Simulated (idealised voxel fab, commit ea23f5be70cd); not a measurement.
Module name: voxel self aligned contacts (process module)
It is cross-section cut that appears here, measuring 230 nm in width, its square cells being 5 nm in size.
Notation: cross-section as square-cell grid; stated in bands, top first, going down; one or more cell rows per band.
The band entry comprises the height of the band's top followed by the height of its bottom, expressed in nm, and subsequently the band's materials from left to right, each stated together with its width in nm. Where a single material is marked with the word "full width", that material fills the band from edge to edge. The word "empty" represents empty space.
It should be noted that heights are counted from 0, beneath which the wafer as supplied is of one material throughout, and that the lowest band possesses no lower boundary but continues downward, as written in "0..down".
When a width is written as two numbers, as in "30 to 40", the first number is the width in the top row of cells of the band and the second is the width in its bottom row, and the width changes by the same amount from each row to the next.
Given "remained unchanged" for a step, no cell of the cross-section differs between before and after that step.
Entry "Sealed void listing". Content: empty spaces with no open connection to the top, size 8 cells or greater. Each: width x height at distance. Distance: from left edge. Unit: nm.
Whatever follows a step's settings on its line is a remark the simulator itself makes about that step.
overlay nm: on a step with a mask, how far right of its planned place the mask lay; negative means left.

The following list gives the planned process steps
step 1: RECEIVE,material Si
step 2: CONFORMAL_DEP,material SiO2,thk nm 5
step 3: DIRECTIONAL_DEP,material polySi,thk nm 30
step 4: DIRECTIONAL_DEP,material SiN,thk nm 20
step 5: PATTERN,tone cover,mask id GATE,material resist,width nm 35,pitch nm 60,thk nm 15,overlay nm 0
step 6: DIRECTIONAL_ETCH,etch materials SiN,depth nm 20
step 7: DIRECTIONAL_ETCH,etch materials polySi,depth nm 30
step 8: STRIP,etch materials resist
step 9: CONFORMAL_DEP,material SiN,thk nm 5
step 10: DIRECTIONAL_ETCH,etch materials SiN,depth nm 5
step 11: FILL_DEP,material SiO2,thk nm 20
step 12: CMP,height nm 65
step 13: PATTERN,tone open,mask id CONTACT,material resist,width nm 35,thk nm 15,overlay nm 0
step 14: DIRECTIONAL_ETCH,etch materials SiO2,depth nm 65
step 15: STRIP,etch materials resist
step 16: CONFORMAL_DEP,material TiN,thk nm 5
step 17: FILL_DEP,material Ru,thk nm 10
step 18: CMP,height nm 65
step 19: CONFORMAL_DEP,material SiCN,thk nm 5

First of two wafers, with the run carried out as planned

Here's what the wafer looked like in cross-section when it arrived - that's after step 1
* 0..down  Si full width
* Sealed void listing: none

Presented here is a cross-section of the wafer after step 2 has been performed
* 5..0  SiO2 full width
* Heights below 0 show no change.

Presented here is a cross-section of the wafer after step 3 has been performed
* 35..5  polySi full width
* Heights below 5 show no change.

Presented here is a cross-section of the wafer after step 4 has been performed
* 55..35  SiN full width
* Heights below 35 show no change.

Presented here is a cross-section of the wafer after step 5 has been performed
* 70..55  empty: 65 / resist: 35 / empty: 25 / resist: 35 / empty: 70
* Heights below 55 show no change.

Presented here is a cross-section of the wafer after step 6 has been performed
* 70..55  empty: 65 / resist: 35 / empty: 25 / resist: 35 / empty: 70
* 55..35  empty: 65 / SiN: 35 / empty: 25 / SiN: 35 / empty: 70
* Heights below 35 show no change.

Presented here is a cross-section of the wafer after step 7 has been performed
* 70..55  empty: 65 / resist: 35 / empty: 25 / resist: 35 / empty: 70
* 55..35  empty: 65 / SiN: 35 / empty: 25 / SiN: 35 / empty: 70
* 35..5  empty: 65 / polySi: 35 / empty: 25 / polySi: 35 / empty: 70
* Heights below 5 show no change.

Presented here is a cross-section of the wafer after step 8 has been performed
* 55..35  empty: 65 / SiN: 35 / empty: 25 / SiN: 35 / empty: 70
* Heights below 35 show no change.

Presented here is a cross-section of the wafer after step 9 has been performed
* 60..35  empty: 60 / SiN: 45 / empty: 15 / SiN: 45 / empty: 65
* 35..10  empty: 60 / SiN: 5 / polySi: 35 / SiN: 5 / empty: 15 / SiN: 5 / polySi: 35 / SiN: 5 / empty: 65
* 10..5  SiN: 65 / polySi: 35 / SiN: 25 / polySi: 35 / SiN: 70
* Heights below 5 show no change.

Presented here is a cross-section of the wafer after step 10 has been performed
* 55..35  empty: 60 / SiN: 45 / empty: 15 / SiN: 45 / empty: 65
* 35..5  empty: 60 / SiN: 5 / polySi: 35 / SiN: 5 / empty: 15 / SiN: 5 / polySi: 35 / SiN: 5 / empty: 65
* Heights below 5 show no change.

Presented here is a cross-section of the wafer after step 11 has been performed
* 75..55  SiO2 full width
* 55..35  SiO2: 60 / SiN: 45 / SiO2: 15 / SiN: 45 / SiO2: 65
* 35..5  SiO2: 60 / SiN: 5 / polySi: 35 / SiN: 5 / SiO2: 15 / SiN: 5 / polySi: 35 / SiN: 5 / SiO2: 65
* Heights below 5 show no change.

Presented here is a cross-section of the wafer after step 12 has been performed
* 65..55  SiO2 full width
* Heights below 55 show no change.

Presented here is a cross-section of the wafer after step 13 has been performed
* 80..65  resist: 95 / empty: 35 / resist: 100
* Heights below 65 show no change.

Presented here is a cross-section of the wafer after step 14 has been performed
* 80..65  resist: 95 / empty: 35 / resist: 100
* 65..55  SiO2: 95 / empty: 35 / SiO2: 100
* 55..35  SiO2: 60 / SiN: 45 / empty: 15 / SiN: 45 / SiO2: 65
* 35..5  SiO2: 60 / SiN: 5 / polySi: 35 / SiN: 5 / empty: 15 / SiN: 5 / polySi: 35 / SiN: 5 / SiO2: 65
* 5..0  SiO2: 105 / empty: 15 / SiO2: 110
* Heights below 0 show no change.

Presented here is a cross-section of the wafer after step 15 has been performed
* 65..55  SiO2: 95 / empty: 35 / SiO2: 100
* Heights below 55 show no change.

Presented here is a cross-section of the wafer after step 16 has been performed
* 70..65  TiN: 100 / empty: 25 / TiN: 105
* 65..55  SiO2: 95 / TiN: 5 to 15 / empty: 25 to 5 / TiN: 5 to 15 / SiO2: 100
* 55..35  SiO2: 60 / SiN: 45 / TiN: 5 / empty: 5 / TiN: 5 / SiN: 45 / SiO2: 65
* 35..5  SiO2: 60 / SiN: 5 / polySi: 35 / SiN: 5 / TiN: 5 / empty: 5 / TiN: 5 / SiN: 5 / polySi: 35 / SiN: 5 / SiO2: 65
* 5..0  SiO2: 105 / TiN: 15 / SiO2: 110
* Heights below 0 show no change.

Presented here is a cross-section of the wafer after step 17 has been performed
* 80..70  Ru full width
* 70..65  TiN: 100 / Ru: 25 / TiN: 105
* 65..55  SiO2: 95 / TiN: 5 to 15 / Ru: 25 to 5 / TiN: 5 to 15 / SiO2: 100
* 55..35  SiO2: 60 / SiN: 45 / TiN: 5 / Ru: 5 / TiN: 5 / SiN: 45 / SiO2: 65
* 35..5  SiO2: 60 / SiN: 5 / polySi: 35 / SiN: 5 / TiN: 5 / Ru: 5 / TiN: 5 / SiN: 5 / polySi: 35 / SiN: 5 / SiO2: 65
* Heights below 5 show no change.

Presented here is a cross-section of the wafer after step 18 has been performed
* 65..55  SiO2: 95 / TiN: 5 to 15 / Ru: 25 to 5 / TiN: 5 to 15 / SiO2: 100
* Heights below 55 show no change.

Presented here is a cross-section of the wafer after step 19 has been performed
* 70..65  SiCN full width
* Heights below 65 show no change.

Wafer two. Same start, same plan, one slip in execution. Same as wafer one through step 2, inclusive

Look at the second wafer in cross-section at the time step 3 ought to have finished
* 65..5  polySi full width
* Heights below 5 show no change.

Look at the second wafer in cross-section at the time step 4 ought to have finished
* 85..65  SiN full width
* Heights below 65 show no change.

Look at the second wafer in cross-section at the time step 5 ought to have finished
* 100..85  empty: 65 / resist: 35 / empty: 25 / resist: 35 / empty: 70
* Heights below 85 show no change.

Look at the second wafer in cross-section at the time step 6 ought to have finished
* 100..85  empty: 65 / resist: 35 / empty: 25 / resist: 35 / empty: 70
* 85..65  empty: 65 / SiN: 35 / empty: 25 / SiN: 35 / empty: 70
* Heights below 65 show no change.

Look at the second wafer in cross-section at the time step 7 ought to have finished
* 100..85  empty: 65 / resist: 35 / empty: 25 / resist: 35 / empty: 70
* 85..65  empty: 65 / SiN: 35 / empty: 25 / SiN: 35 / empty: 70
* 65..35  empty: 65 / polySi: 35 / empty: 25 / polySi: 35 / empty: 70
* Heights below 35 show no change.

Look at the second wafer in cross-section at the time step 8 ought to have finished
* 85..65  empty: 65 / SiN: 35 / empty: 25 / SiN: 35 / empty: 70
* Heights below 65 show no change.

Look at the second wafer in cross-section at the time step 9 ought to have finished
* 90..65  empty: 60 / SiN: 45 / empty: 15 / SiN: 45 / empty: 65
* 65..40  empty: 60 / SiN: 5 / polySi: 35 / SiN: 5 / empty: 15 / SiN: 5 / polySi: 35 / SiN: 5 / empty: 65
* 40..35  SiN: 65 / polySi: 35 / SiN: 25 / polySi: 35 / SiN: 70
* Heights below 35 show no change.

Look at the second wafer in cross-section at the time step 10 ought to have finished
* 85..65  empty: 60 / SiN: 45 / empty: 15 / SiN: 45 / empty: 65
* 65..35  empty: 60 / SiN: 5 / polySi: 35 / SiN: 5 / empty: 15 / SiN: 5 / polySi: 35 / SiN: 5 / empty: 65
* Heights below 35 show no change.

Look at the second wafer in cross-section at the time step 11 ought to have finished
* 105..85  SiO2 full width
* 85..65  SiO2: 60 / SiN: 45 / SiO2: 15 / SiN: 45 / SiO2: 65
* 65..35  SiO2: 60 / SiN: 5 / polySi: 35 / SiN: 5 / SiO2: 15 / SiN: 5 / polySi: 35 / SiN: 5 / SiO2: 65
* Heights below 35 show no change.

Look at the second wafer in cross-section at the time step 12 ought to have finished
* 65..35  SiO2: 60 / SiN: 5 / polySi: 35 / SiN: 5 / SiO2: 15 / SiN: 5 / polySi: 35 / SiN: 5 / SiO2: 65
* Heights below 35 show no change.

Look at the second wafer in cross-section at the time step 13 ought to have finished
* 80..65  resist: 95 / empty: 35 / resist: 100
* Heights below 65 show no change.

Look at the second wafer in cross-section at the time step 14 ought to have finished
* 80..65  resist: 95 / empty: 35 / resist: 100
* 65..35  SiO2: 60 / SiN: 5 / polySi: 35 / SiN: 5 / empty: 15 / SiN: 5 / polySi: 35 / SiN: 5 / SiO2: 65
* Heights below 35 show no change.

Look at the second wafer in cross-section at the time step 15 ought to have finished
* 65..35  SiO2: 60 / SiN: 5 / polySi: 35 / SiN: 5 / empty: 15 / SiN: 5 / polySi: 35 / SiN: 5 / SiO2: 65
* Heights below 35 show no change.

Look at the second wafer in cross-section at the time step 16 ought to have finished
* 70..65  TiN: 110 / empty: 5 / TiN: 115
* 65..40  SiO2: 60 / SiN: 5 / polySi: 35 / SiN: 5 / TiN: 5 / empty: 5 / TiN: 5 / SiN: 5 / polySi: 35 / SiN: 5 / SiO2: 65
* 40..35  SiO2: 60 / SiN: 5 / polySi: 35 / SiN: 5 / TiN: 15 / SiN: 5 / polySi: 35 / SiN: 5 / SiO2: 65
* Heights below 35 show no change.

Look at the second wafer in cross-section at the time step 17 ought to have finished
* 80..70  Ru full width
* 70..65  TiN: 110 / Ru: 5 / TiN: 115
* 65..40  SiO2: 60 / SiN: 5 / polySi: 35 / SiN: 5 / TiN: 5 / Ru: 5 / TiN: 5 / SiN: 5 / polySi: 35 / SiN: 5 / SiO2: 65
* Heights below 40 show no change.

Look at the second wafer in cross-section at the time step 18 ought to have finished
* 65..40  SiO2: 60 / SiN: 5 / polySi: 35 / SiN: 5 / TiN: 5 / Ru: 5 / TiN: 5 / SiN: 5 / polySi: 35 / SiN: 5 / SiO2: 65
* Heights below 40 show no change.

Look at the second wafer in cross-section at the time step 19 ought to have finished
* 70..65  SiCN full width
* Heights below 65 show no change.
Which mistake was made when the wafer was run? step 3 of the plan was executed twice over
Wrapping up, a cell-based count of both wafers puts the second over or under the first for these materials: -11 Ru | -72 SiN | -175 SiO2 | -18 TiN | +276 polySi
